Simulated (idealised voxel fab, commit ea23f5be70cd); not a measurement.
process module | voxel lift off
cross-section cut | 240 nm wide | cells 5 nm
A cross-section is a grid of square cells, given in bands from the top down. A band is one or more rows of cells.
Each band's line starts with the height of the band's top and of its bottom, in nm. Then come its materials from left to right, each with its width in nm. One material with "throughout" fills the band from edge to edge. "air" is empty space.
Height 0 is the level under which the wafer as received is all one material. The lowest band goes on downwards, as in "0 down".
A width such as "30 to 40" changes by the same amount from each row of cells to the next, from the band's top row to its bottom row.
"no change" after a step means that no cell of the cross-section changed.
closed voids: empty space of 8 cells or more with no open way to the top, each as width x height at its distance from the left edge, in nm
after a step's settings: what the simulator itself notes on the step
overlay nm, on a step with a mask: how far to the right of its planned place the mask lay; to the left if negative
plan
1 op RECEIVE | material Si
2 op CONFORMAL_DEP | material Al2O3 | thk nm 5
3 op PATTERN | tone open | mask id LINES | material resist | width nm 25 | pitch nm 55 | thk nm 20 | overlay nm 0
4 op DIRECTIONAL_DEP | material Ru | thk nm 5
5 op STRIP | etch materials resist
6 op CONFORMAL_DEP | material SiN | thk nm 10
as received, after step 1
  0 down: Si throughout
  closed voids: none
a wafer at the end: this start, this plan, one mistake
  20 to 15: air 70 | SiN 50 | air 5 | SiN 50 | air 65
  15 to 10: SiN throughout
  10 to 5: SiN 80 | Ru 30 | SiN 25 | Ru 30 | SiN 75
  5 to 0: Al2O3 throughout
  0 down: Si throughout
  closed voids: none
what went wrong: step 3 ran as: op PATTERN | tone open | mask id LINES | material resist | width nm 30 | pitch nm 55 | thk nm 20 | overlay nm 0
